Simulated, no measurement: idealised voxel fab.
process module | voxel transistor to metal
cross-section cut | 175 nm wide | cells 5 nm
A cross-section is a grid of square cells, given in bands from the top down. A band is one or more rows of cells.
Each band's line starts with the height of the band's top and of its bottom, in nm. Then come its materials from left to right, each with its width in nm. One material with "throughout" fills the band from edge to edge. "air" is empty space.
Height 0 is the level under which the wafer as received is all one material. The lowest band goes on downwards, as in "0 down".
A width such as "30 to 40" changes by the same amount from each row of cells to the next, from the band's top row to its bottom row.
"no change" after a step means that no cell of the cross-section changed.
closed voids: empty space of 8 cells or more with no open way to the top, each as width x height at its distance from the left edge, in nm
after a step's settings: what the simulator itself notes on the step
overlay nm, on a step with a mask: how far to the right of its planned place the mask lay; to the left if negative
plan
1 op RECEIVE | material Si
2 op OXIDIZE | depth nm 5
3 op CONFORMAL_DEP | material SiN | thk nm 15
4 op PATTERN | tone cover | mask id ACTIVE | material resist | width nm 135 | thk nm 20 | overlay nm 0
5 op DIRECTIONAL_ETCH | etch materials SiN | depth nm 15
6 op DIRECTIONAL_ETCH | etch materials SiO2 | depth nm 5
7 op DIRECTIONAL_ETCH | etch materials Si | depth nm 25
8 op STRIP | etch materials resist
9 op FILL_DEP | material SiO2 | thk nm 15
10 op CMP | height nm 15
11 op SELECTIVE_ETCH | etch materials SiO2 | depth nm 10
12 op STRIP | etch materials SiN
13 op SELECTIVE_ETCH | etch materials SiO2 | depth nm 5
14 op OXIDIZE | depth nm 5
15 op DIRECTIONAL_DEP | material polySi | thk nm 30
16 op DIRECTIONAL_DEP | material SiCN | thk nm 15
17 op PATTERN | tone cover | mask id GATE | material resist | width nm 35 | thk nm 20 | overlay nm 0
18 op DIRECTIONAL_ETCH | etch materials SiCN | depth nm 25
19 op DIRECTIONAL_ETCH | etch materials polySi | depth nm 40
20 op STRIP | etch materials resist
21 op CONFORMAL_DEP | material SiO2 | thk nm 5
22 op DIRECTIONAL_ETCH | etch materials SiO2 | depth nm 5
23 op CONFORMAL_DEP | material SiN | thk nm 10
24 op DIRECTIONAL_ETCH | etch materials SiN | depth nm 10
25 op DIRECTIONAL_ETCH | etch materials SiO2 | depth nm 5
26 op DIRECTIONAL_ETCH | etch materials Si | depth nm 15
27 op EPI | material nSi | thk nm 15
28 op FILL_DEP | material SiO2 | thk nm 5
29 op CMP | height nm 25
30 op STRIP | etch materials polySi
31 op SELECTIVE_ETCH | etch materials SiO2 | depth nm 5
32 op CONFORMAL_DEP | material HfO2 | thk nm 5
33 op CONFORMAL_DEP | material TiN | thk nm 5
34 op FILL_DEP | material W | thk nm 5
35 op CMP | height nm 20
36 op DIRECTIONAL_DEP | material SiO2 | thk nm 10
37 op MASKED_ETCH | tone open | mask id CONTACT | width nm 20 | pitch nm 95 | etch materials SiO2 | depth nm 25 | overlay nm 0
38 op CONFORMAL_DEP | material TiN | thk nm 5
39 op FILL_DEP | material W | thk nm 10
40 op CMP | height nm 30
41 op DIRECTIONAL_DEP | material TiN | thk nm 5
42 op DIRECTIONAL_DEP | material W | thk nm 15
43 op DIRECTIONAL_DEP | material aC | thk nm 10
44 op PATTERN | tone cover | mask id METAL_1 | material resist | width nm 20 | pitch nm 95 | thk nm 30 | overlay nm 0
45 op DIRECTIONAL_ETCH | etch materials aC | depth nm 10
46 op STRIP | etch materials resist
47 op DIRECTIONAL_ETCH | etch materials W | depth nm 15
48 op DIRECTIONAL_ETCH | etch materials TiN | depth nm 5
49 op STRIP | etch materials aC
50 op CONFORMAL_DEP | material SiCN | thk nm 5
51 op FILL_DEP | material lowk | thk nm 10
52 op CMP | height nm 50
53 op CONFORMAL_DEP | material SiCN | thk nm 5
first wafer, as planned
as received, after step 1
  0 down: Si throughout
  closed voids: none
after step 2
  0 to -5: SiO2 throughout
  below -5: unchanged
after step 3
  15 to 0: SiN throughout
  below 0: unchanged
after step 4
  35 to 15: air 20 | resist 135 | air 20
  below 15: unchanged
after step 5
  35 to 15: air 20 | resist 135 | air 20
  15 to 0: air 20 | SiN 135 | air 20
  below 0: unchanged
after step 6
  35 to 15: air 20 | resist 135 | air 20
  15 to 0: air 20 | SiN 135 | air 20
  0 to -5: air 20 | SiO2 135 | air 20
  below -5: unchanged
after step 7
  35 to 15: air 20 | resist 135 | air 20
  15 to 0: air 20 | SiN 135 | air 20
  0 to -5: air 20 | SiO2 135 | air 20
  -5 to -30: air 20 | Si 135 | air 20
  below -30: unchanged
after step 8
  15 to 0: air 20 | SiN 135 | air 20
  below 0: unchanged
after step 9
  30 to 15: SiO2 throughout
  15 to 0: SiO2 20 | SiN 135 | SiO2 20
  0 to -5: SiO2 throughout
  -5 to -30: SiO2 20 | Si 135 | SiO2 20
  below -30: unchanged
after step 10
  15 to 0: SiO2 20 | SiN 135 | SiO2 20
  below 0: unchanged
after step 11
  15 to 5: air 20 | SiN 135 | air 20
  below 5: unchanged
after step 12
  5 to 0: SiO2 20 | air 135 | SiO2 20
  below 0: unchanged
after step 13
  0 to -5: SiO2 15 | air 145 | SiO2 15
  below -5: unchanged
after step 14
  0 to -5: SiO2 15 | air 145 | SiO2 15
  -5 to -10: SiO2 throughout
  below -10: unchanged
after step 15
  30 to 25: polySi 15 | air 145 | polySi 15
  25 to 0: polySi throughout
  0 to -5: SiO2 15 | polySi 145 | SiO2 15
  below -5: unchanged
after step 16
  45 to 40: SiCN 15 | air 145 | SiCN 15
  40 to 30: SiCN throughout
  30 to 25: polySi 15 | SiCN 145 | polySi 15
  below 25: unchanged
after step 17
  65 to 45: air 70 | resist 35 | air 70
  45 to 40: SiCN 15 | air 55 | resist 35 | air 55 | SiCN 15
  below 40: unchanged
after step 18
  65 to 40: air 70 | resist 35 | air 70
  40 to 30: air 70 | SiCN 35 | air 70
  30 to 25: polySi 15 | air 55 | SiCN 35 | air 55 | polySi 15
  below 25: unchanged
after step 19
  65 to 40: air 70 | resist 35 | air 70
  40 to 25: air 70 | SiCN 35 | air 70
  25 to 0: air 70 | polySi 35 | air 70
  0 to -5: SiO2 15 | air 55 | polySi 35 | air 55 | SiO2 15
  below -5: unchanged
after step 20
  40 to 25: air 70 | SiCN 35 | air 70
  below 25: unchanged
after step 21
  45 to 40: air 65 | SiO2 45 | air 65
  40 to 25: air 65 | SiO2 5 | SiCN 35 | SiO2 5 | air 65
  25 to 5: air 65 | SiO2 5 | polySi 35 | SiO2 5 | air 65
  5 to 0: SiO2 20 | air 45 | SiO2 5 | polySi 35 | SiO2 5 | air 45 | SiO2 20
  0 to -5: SiO2 70 | polySi 35 | SiO2 70
  below -5: unchanged
after step 22
  40 to 25: air 65 | SiO2 5 | SiCN 35 | SiO2 5 | air 65
  25 to 0: air 65 | SiO2 5 | polySi 35 | SiO2 5 | air 65
  0 to -5: SiO2 20 | air 45 | SiO2 5 | polySi 35 | SiO2 5 | air 45 | SiO2 20
  below -5: unchanged
after step 23
  50 to 40: air 55 | SiN 65 | air 55
  40 to 25: air 55 | SiN 10 | SiO2 5 | SiCN 35 | SiO2 5 | SiN 10 | air 55
  25 to 10: air 55 | SiN 10 | SiO2 5 | polySi 35 | SiO2 5 | SiN 10 | air 55
  10 to 5: SiN 30 | air 25 | SiN 10 | SiO2 5 | polySi 35 | SiO2 5 | SiN 10 | air 25 | SiN 30
  5 to 0: SiN 65 | SiO2 5 | polySi 35 | SiO2 5 | SiN 65
  0 to -5: SiO2 20 | SiN 45 | SiO2 5 | polySi 35 | SiO2 5 | SiN 45 | SiO2 20
  below -5: unchanged
after step 24
  40 to 25: air 55 | SiN 10 | SiO2 5 | SiCN 35 | SiO2 5 | SiN 10 | air 55
  25 to 0: air 55 | SiN 10 | SiO2 5 | polySi 35 | SiO2 5 | SiN 10 | air 55
  0 to -5: SiO2 20 | SiN 10 | air 25 | SiN 10 | SiO2 5 | polySi 35 | SiO2 5 | SiN 10 | air 25 | SiN 10 | SiO2 20
  below -5: unchanged
after step 25
  40 to 35: air 55 | SiN 10 | air 5 | SiCN 35 | air 5 | SiN 10 | air 55
  35 to 25: air 55 | SiN 10 | SiO2 5 | SiCN 35 | SiO2 5 | SiN 10 | air 55
  25 to 0: air 55 | SiN 10 | SiO2 5 | polySi 35 | SiO2 5 | SiN 10 | air 55
  0 to -5: air 20 | SiN 10 | air 25 | SiN 10 | SiO2 5 | polySi 35 | SiO2 5 | SiN 10 | air 25 | SiN 10 | air 20
  -5 to -10: SiO2 30 | air 25 | SiO2 65 | air 25 | SiO2 30
  below -10: unchanged
after step 26
  40 to 35: air 55 | SiN 10 | air 5 | SiCN 35 | air 5 | SiN 10 | air 55
  35 to 25: air 55 | SiN 10 | SiO2 5 | SiCN 35 | SiO2 5 | SiN 10 | air 55
  25 to 0: air 55 | SiN 10 | SiO2 5 | polySi 35 | SiO2 5 | SiN 10 | air 55
  0 to -5: air 20 | SiN 10 | air 25 | SiN 10 | SiO2 5 | polySi 35 | SiO2 5 | SiN 10 | air 25 | SiN 10 | air 20
  -5 to -10: SiO2 30 | air 25 | SiO2 65 | air 25 | SiO2 30
  -10 to -25: SiO2 20 | Si 10 | air 25 | Si 65 | air 25 | Si 10 | SiO2 20
  below -25: unchanged
after step 27
  40 to 35: air 55 | SiN 10 | air 5 | SiCN 35 | air 5 | SiN 10 | air 55
  35 to 25: air 55 | SiN 10 | SiO2 5 | SiCN 35 | SiO2 5 | SiN 10 | air 55
  25 to 5: air 55 | SiN 10 | SiO2 5 | polySi 35 | SiO2 5 | SiN 10 | air 55
  5 to 0: air 25 | nSi 30 | SiN 10 | SiO2 5 | polySi 35 | SiO2 5 | SiN 10 | nSi 30 | air 25
  0 to -5: air 20 | SiN 10 | nSi 25 | SiN 10 | SiO2 5 | polySi 35 | SiO2 5 | SiN 10 | nSi 25 | SiN 10 | air 20
  -5 to -10: SiO2 30 | nSi 25 | SiO2 65 | nSi 25 | SiO2 30
  -10 to -25: SiO2 20 | Si 10 | nSi 25 | Si 65 | nSi 25 | Si 10 | SiO2 20
  below -25: unchanged
after step 28
  45 to 40: SiO2 throughout
  40 to 25: SiO2 55 | SiN 10 | SiO2 5 | SiCN 35 | SiO2 5 | SiN 10 | SiO2 55
  25 to 5: SiO2 55 | SiN 10 | SiO2 5 | polySi 35 | SiO2 5 | SiN 10 | SiO2 55
  5 to 0: SiO2 25 | nSi 30 | SiN 10 | SiO2 5 | polySi 35 | SiO2 5 | SiN 10 | nSi 30 | SiO2 25
  0 to -5: SiO2 20 | SiN 10 | nSi 25 | SiN 10 | SiO2 5 | polySi 35 | SiO2 5 | SiN 10 | nSi 25 | SiN 10 | SiO2 20
  below -5: unchanged
after step 29
  25 to 5: SiO2 55 | SiN 10 | SiO2 5 | polySi 35 | SiO2 5 | SiN 10 | SiO2 55
  below 5: unchanged
after step 30
  25 to 5: SiO2 55 | SiN 10 | SiO2 5 | air 35 | SiO2 5 | SiN 10 | SiO2 55
  5 to 0: SiO2 25 | nSi 30 | SiN 10 | SiO2 5 | air 35 | SiO2 5 | SiN 10 | nSi 30 | SiO2 25
  0 to -5: SiO2 20 | SiN 10 | nSi 25 | SiN 10 | SiO2 5 | air 35 | SiO2 5 | SiN 10 | nSi 25 | SiN 10 | SiO2 20
  below -5: unchanged
after step 31
  25 to 20: air 55 | SiN 10 | air 45 | SiN 10 | air 55
  20 to 5: SiO2 55 | SiN 10 | air 45 | SiN 10 | SiO2 55
  5 to 0: SiO2 25 | nSi 30 | SiN 10 | air 45 | SiN 10 | nSi 30 | SiO2 25
  0 to -5: SiO2 20 | SiN 10 | nSi 25 | SiN 10 | air 45 | SiN 10 | nSi 25 | SiN 10 | SiO2 20
  -5 to -10: SiO2 30 | nSi 25 | SiO2 10 | air 45 | SiO2 10 | nSi 25 | SiO2 30
  below -10: unchanged
after step 32
  30 to 25: air 50 | HfO2 20 | air 35 | HfO2 20 | air 50
  25 to 20: HfO2 55 | SiN 10 | HfO2 5 | air 35 | HfO2 5 | SiN 10 | HfO2 55
  20 to 5: SiO2 55 | SiN 10 | HfO2 5 | air 35 | HfO2 5 | SiN 10 | SiO2 55
  5 to 0: SiO2 25 | nSi 30 | SiN 10 | HfO2 5 | air 35 | HfO2 5 | SiN 10 | nSi 30 | SiO2 25
  0 to -5: SiO2 20 | SiN 10 | nSi 25 | SiN 10 | HfO2 5 | air 35 | HfO2 5 | SiN 10 | nSi 25 | SiN 10 | SiO2 20
  -5 to -10: SiO2 30 | nSi 25 | SiO2 10 | HfO2 45 | SiO2 10 | nSi 25 | SiO2 30
  below -10: unchanged
after step 33
  35 to 30: air 45 | TiN 30 | air 25 | TiN 30 | air 45
  30 to 25: TiN 50 | HfO2 20 | TiN 5 | air 25 | TiN 5 | HfO2 20 | TiN 50
  25 to 20: HfO2 55 | SiN 10 | HfO2 5 | TiN 5 | air 25 | TiN 5 | HfO2 5 | SiN 10 | HfO2 55
  20 to 5: SiO2 55 | SiN 10 | HfO2 5 | TiN 5 | air 25 | TiN 5 | HfO2 5 | SiN 10 | SiO2 55
  5 to 0: SiO2 25 | nSi 30 | SiN 10 | HfO2 5 | TiN 5 | air 25 | TiN 5 | HfO2 5 | SiN 10 | nSi 30 | SiO2 25
  0 to -5: SiO2 20 | SiN 10 | nSi 25 | SiN 10 | HfO2 5 | TiN 35 | HfO2 5 | SiN 10 | nSi 25 | SiN 10 | SiO2 20
  below -5: unchanged
after step 34
  40 to 35: W throughout
  35 to 30: W 45 | TiN 30 | W 25 | TiN 30 | W 45
  30 to 25: TiN 50 | HfO2 20 | TiN 5 | W 25 | TiN 5 | HfO2 20 | TiN 50
  25 to 20: HfO2 55 | SiN 10 | HfO2 5 | TiN 5 | W 25 | TiN 5 | HfO2 5 | SiN 10 | HfO2 55
  20 to 5: SiO2 55 | SiN 10 | HfO2 5 | TiN 5 | W 25 | TiN 5 | HfO2 5 | SiN 10 | SiO2 55
  5 to 0: SiO2 25 | nSi 30 | SiN 10 | HfO2 5 | TiN 5 | W 25 | TiN 5 | HfO2 5 | SiN 10 | nSi 30 | SiO2 25
  below 0: unchanged
after step 35
  20 to 5: SiO2 55 | SiN 10 | HfO2 5 | TiN 5 | W 25 | TiN 5 | HfO2 5 | SiN 10 | SiO2 55
  below 5: unchanged
after step 36
  30 to 20: SiO2 throughout
  below 20: unchanged
after step 37
  30 to 20: SiO2 30 | air 20 | SiO2 75 | air 20 | SiO2 30
  20 to 5: SiO2 30 | air 20 | SiO2 5 | SiN 10 | HfO2 5 | TiN 5 | W 25 | TiN 5 | HfO2 5 | SiN 10 | SiO2 5 | air 20 | SiO2 30
  below 5: unchanged
after step 38
  35 to 30: TiN 35 | air 10 | TiN 85 | air 10 | TiN 35
  30 to 20: SiO2 30 | TiN 5 | air 10 | TiN 5 | SiO2 75 | TiN 5 | air 10 | TiN 5 | SiO2 30
  20 to 10: SiO2 30 | TiN 5 | air 10 | TiN 5 | SiO2 5 | SiN 10 | HfO2 5 | TiN 5 | W 25 | TiN 5 | HfO2 5 | SiN 10 | SiO2 5 | TiN 5 | air 10 | TiN 5 | SiO2 30
  10 to 5: SiO2 30 | TiN 20 | SiO2 5 | SiN 10 | HfO2 5 | TiN 5 | W 25 | TiN 5 | HfO2 5 | SiN 10 | SiO2 5 | TiN 20 | SiO2 30
  below 5: unchanged
after step 39
  45 to 35: W throughout
  35 to 30: TiN 35 | W 10 | TiN 85 | W 10 | TiN 35
  30 to 20: SiO2 30 | TiN 5 | W 10 | TiN 5 | SiO2 75 | TiN 5 | W 10 | TiN 5 | SiO2 30
  20 to 10: SiO2 30 | TiN 5 | W 10 | TiN 5 | SiO2 5 | SiN 10 | HfO2 5 | TiN 5 | W 25 | TiN 5 | HfO2 5 | SiN 10 | SiO2 5 | TiN 5 | W 10 | TiN 5 | SiO2 30
  below 10: unchanged
after step 40
  30 to 20: SiO2 30 | TiN 5 | W 10 | TiN 5 | SiO2 75 | TiN 5 | W 10 | TiN 5 | SiO2 30
  below 20: unchanged
after step 41
  35 to 30: TiN throughout
  below 30: unchanged
after step 42
  50 to 35: W throughout
  below 35: unchanged
after step 43
  60 to 50: aC throughout
  below 50: unchanged
after step 44
  90 to 60: air 30 | resist 20 | air 75 | resist 20 | air 30
  below 60: unchanged
after step 45
  80 to 60: air 30 | resist 20 | air 75 | resist 20 | air 30
  60 to 50: air 30 | aC 20 | air 75 | aC 20 | air 30
  below 50: unchanged
after step 46
  60 to 50: air 30 | aC 20 | air 75 | aC 20 | air 30
  below 50: unchanged
after step 47
  60 to 50: air 30 | aC 20 | air 75 | aC 20 | air 30
  50 to 35: air 30 | W 20 | air 75 | W 20 | air 30
  below 35: unchanged
after step 48
  60 to 50: air 30 | aC 20 | air 75 | aC 20 | air 30
  50 to 35: air 30 | W 20 | air 75 | W 20 | air 30
  35 to 30: air 30 | TiN 20 | air 75 | TiN 20 | air 30
  below 30: unchanged
after step 49
  50 to 35: air 30 | W 20 | air 75 | W 20 | air 30
  below 35: unchanged
after step 50
  55 to 50: air 25 | SiCN 30 | air 65 | SiCN 30 | air 25
  50 to 35: air 25 | SiCN 5 | W 20 | SiCN 5 | air 65 | SiCN 5 | W 20 | SiCN 5 | air 25
  35 to 30: SiCN 30 | TiN 20 | SiCN 75 | TiN 20 | SiCN 30
  below 30: unchanged
after step 51
  65 to 55: lowk throughout
  55 to 50: lowk 25 | SiCN 30 | lowk 65 | SiCN 30 | lowk 25
  50 to 35: lowk 25 | SiCN 5 | W 20 | SiCN 5 | lowk 65 | SiCN 5 | W 20 | SiCN 5 | lowk 25
  below 35: unchanged
after step 52
  50 to 35: lowk 25 | SiCN 5 | W 20 | SiCN 5 | lowk 65 | SiCN 5 | W 20 | SiCN 5 | lowk 25
  below 35: unchanged
after step 53
  55 to 50: SiCN throughout
  below 50: unchanged
second wafer: like start, like plan, one mistake. Through step 9 it matches the first wafer
when step 10 should have ended: no change
when step 11 should have ended
  20 to 15: SiO2 throughout
  below 15: unchanged
when step 12 should have ended: no change
when step 13 should have ended
  15 to 0: SiO2 20 | SiN 135 | SiO2 20
  below 0: unchanged
when step 14 should have ended: no change
when step 15 should have ended
  45 to 15: polySi throughout
  below 15: unchanged
when step 16 should have ended
  60 to 45: SiCN throughout
  below 45: unchanged
when step 17 should have ended
  80 to 60: air 70 | resist 35 | air 70
  below 60: unchanged
when step 18 should have ended
  80 to 60: air 70 | resist 35 | air 70
  60 to 45: air 70 | SiCN 35 | air 70
  below 45: unchanged
when step 19 should have ended
  80 to 60: air 70 | resist 35 | air 70
  60 to 45: air 70 | SiCN 35 | air 70
  45 to 15: air 70 | polySi 35 | air 70
  below 15: unchanged
when step 20 should have ended
  60 to 45: air 70 | SiCN 35 | air 70
  below 45: unchanged
when step 21 should have ended
  65 to 60: air 65 | SiO2 45 | air 65
  60 to 45: air 65 | SiO2 5 | SiCN 35 | SiO2 5 | air 65
  45 to 20: air 65 | SiO2 5 | polySi 35 | SiO2 5 | air 65
  20 to 15: SiO2 70 | polySi 35 | SiO2 70
  below 15: unchanged
when step 22 should have ended
  60 to 45: air 65 | SiO2 5 | SiCN 35 | SiO2 5 | air 65
  45 to 15: air 65 | SiO2 5 | polySi 35 | SiO2 5 | air 65
  below 15: unchanged
when step 23 should have ended
  70 to 60: air 55 | SiN 65 | air 55
  60 to 45: air 55 | SiN 10 | SiO2 5 | SiCN 35 | SiO2 5 | SiN 10 | air 55
  45 to 25: air 55 | SiN 10 | SiO2 5 | polySi 35 | SiO2 5 | SiN 10 | air 55
  25 to 15: SiN 65 | SiO2 5 | polySi 35 | SiO2 5 | SiN 65
  below 15: unchanged
when step 24 should have ended
  60 to 45: air 55 | SiN 10 | SiO2 5 | SiCN 35 | SiO2 5 | SiN 10 | air 55
  45 to 15: air 55 | SiN 10 | SiO2 5 | polySi 35 | SiO2 5 | SiN 10 | air 55
  below 15: unchanged
when step 25 should have ended
  60 to 55: air 55 | SiN 10 | air 5 | SiCN 35 | air 5 | SiN 10 | air 55
  55 to 45: air 55 | SiN 10 | SiO2 5 | SiCN 35 | SiO2 5 | SiN 10 | air 55
  45 to 15: air 55 | SiN 10 | SiO2 5 | polySi 35 | SiO2 5 | SiN 10 | air 55
  15 to 10: air 20 | SiN 135 | air 20
  below 10: unchanged
when step 26 should have ended: no change
when step 27 should have ended: no change
when step 28 should have ended
  65 to 60: SiO2 throughout
  60 to 45: SiO2 55 | SiN 10 | SiO2 5 | SiCN 35 | SiO2 5 | SiN 10 | SiO2 55
  45 to 15: SiO2 55 | SiN 10 | SiO2 5 | polySi 35 | SiO2 5 | SiN 10 | SiO2 55
  15 to 0: SiO2 20 | SiN 135 | SiO2 20
  below 0: unchanged
when step 29 should have ended
  25 to 15: SiO2 55 | SiN 10 | SiO2 5 | polySi 35 | SiO2 5 | SiN 10 | SiO2 55
  below 15: unchanged
when step 30 should have ended
  25 to 15: SiO2 55 | SiN 10 | SiO2 5 | air 35 | SiO2 5 | SiN 10 | SiO2 55
  below 15: unchanged
when step 31 should have ended
  25 to 20: air 55 | SiN 10 | air 45 | SiN 10 | air 55
  20 to 15: SiO2 55 | SiN 10 | air 45 | SiN 10 | SiO2 55
  below 15: unchanged
when step 32 should have ended
  30 to 25: air 50 | HfO2 20 | air 35 | HfO2 20 | air 50
  25 to 20: HfO2 55 | SiN 10 | HfO2 5 | air 35 | HfO2 5 | SiN 10 | HfO2 55
  20 to 15: SiO2 55 | SiN 10 | HfO2 45 | SiN 10 | SiO2 55
  below 15: unchanged
when step 33 should have ended
  35 to 30: air 45 | TiN 30 | air 25 | TiN 30 | air 45
  30 to 25: TiN 50 | HfO2 20 | TiN 5 | air 25 | TiN 5 | HfO2 20 | TiN 50
  25 to 20: HfO2 55 | SiN 10 | HfO2 5 | TiN 35 | HfO2 5 | SiN 10 | HfO2 55
  below 20: unchanged
when step 34 should have ended
  40 to 35: W throughout
  35 to 30: W 45 | TiN 30 | W 25 | TiN 30 | W 45
  30 to 25: TiN 50 | HfO2 20 | TiN 5 | W 25 | TiN 5 | HfO2 20 | TiN 50
  below 25: unchanged
when step 35 should have ended
  20 to 15: SiO2 55 | SiN 10 | HfO2 45 | SiN 10 | SiO2 55
  below 15: unchanged
when step 36 should have ended
  30 to 20: SiO2 throughout
  below 20: unchanged
when step 37 should have ended
  30 to 20: SiO2 30 | air 20 | SiO2 75 | air 20 | SiO2 30
  20 to 15: SiO2 30 | air 20 | SiO2 5 | SiN 10 | HfO2 45 | SiN 10 | SiO2 5 | air 20 | SiO2 30
  below 15: unchanged
when step 38 should have ended
  35 to 30: TiN 35 | air 10 | TiN 85 | air 10 | TiN 35
  30 to 20: SiO2 30 | TiN 5 | air 10 | TiN 5 | SiO2 75 | TiN 5 | air 10 | TiN 5 | SiO2 30
  20 to 15: SiO2 30 | TiN 20 | SiO2 5 | SiN 10 | HfO2 45 | SiN 10 | SiO2 5 | TiN 20 | SiO2 30
  below 15: unchanged
when step 39 should have ended
  45 to 35: W throughout
  35 to 30: TiN 35 | W 10 | TiN 85 | W 10 | TiN 35
  30 to 20: SiO2 30 | TiN 5 | W 10 | TiN 5 | SiO2 75 | TiN 5 | W 10 | TiN 5 | SiO2 30
  below 20: unchanged
when step 40 should have ended
  30 to 20: SiO2 30 | TiN 5 | W 10 | TiN 5 | SiO2 75 | TiN 5 | W 10 | TiN 5 | SiO2 30
  below 20: unchanged
when step 41 should have ended
  35 to 30: TiN throughout
  below 30: unchanged
when step 42 should have ended
  50 to 35: W throughout
  below 35: unchanged
when step 43 should have ended
  60 to 50: aC throughout
  below 50: unchanged
when step 44 should have ended
  90 to 60: air 30 | resist 20 | air 75 | resist 20 | air 30
  below 60: unchanged
when step 45 should have ended
  80 to 60: air 30 | resist 20 | air 75 | resist 20 | air 30
  60 to 50: air 30 | aC 20 | air 75 | aC 20 | air 30
  below 50: unchanged
when step 46 should have ended
  60 to 50: air 30 | aC 20 | air 75 | aC 20 | air 30
  below 50: unchanged
when step 47 should have ended
  60 to 50: air 30 | aC 20 | air 75 | aC 20 | air 30
  50 to 35: air 30 | W 20 | air 75 | W 20 | air 30
  below 35: unchanged
when step 48 should have ended
  60 to 50: air 30 | aC 20 | air 75 | aC 20 | air 30
  50 to 35: air 30 | W 20 | air 75 | W 20 | air 30
  35 to 30: air 30 | TiN 20 | air 75 | TiN 20 | air 30
  below 30: unchanged
when step 49 should have ended
  50 to 35: air 30 | W 20 | air 75 | W 20 | air 30
  below 35: unchanged
when step 50 should have ended
  55 to 50: air 25 | SiCN 30 | air 65 | SiCN 30 | air 25
  50 to 35: air 25 | SiCN 5 | W 20 | SiCN 5 | air 65 | SiCN 5 | W 20 | SiCN 5 | air 25
  35 to 30: SiCN 30 | TiN 20 | SiCN 75 | TiN 20 | SiCN 30
  below 30: unchanged
when step 51 should have ended
  65 to 55: lowk throughout
  55 to 50: lowk 25 | SiCN 30 | lowk 65 | SiCN 30 | lowk 25
  50 to 35: lowk 25 | SiCN 5 | W 20 | SiCN 5 | lowk 65 | SiCN 5 | W 20 | SiCN 5 | lowk 25
  below 35: unchanged
when step 52 should have ended
  50 to 35: lowk 25 | SiCN 5 | W 20 | SiCN 5 | lowk 65 | SiCN 5 | W 20 | SiCN 5 | lowk 25
  below 35: unchanged
when step 53 should have ended
  55 to 50: SiCN throughout
  below 50: unchanged
what went wrong: step 10 was left out
at the end the second wafer has, in cells: 10 fewer of HfO2 | 57 more of Si | 61 more of SiN | 5 more of SiO2 | 23 fewer of TiN | 28 fewer of W | 62 fewer of nSi
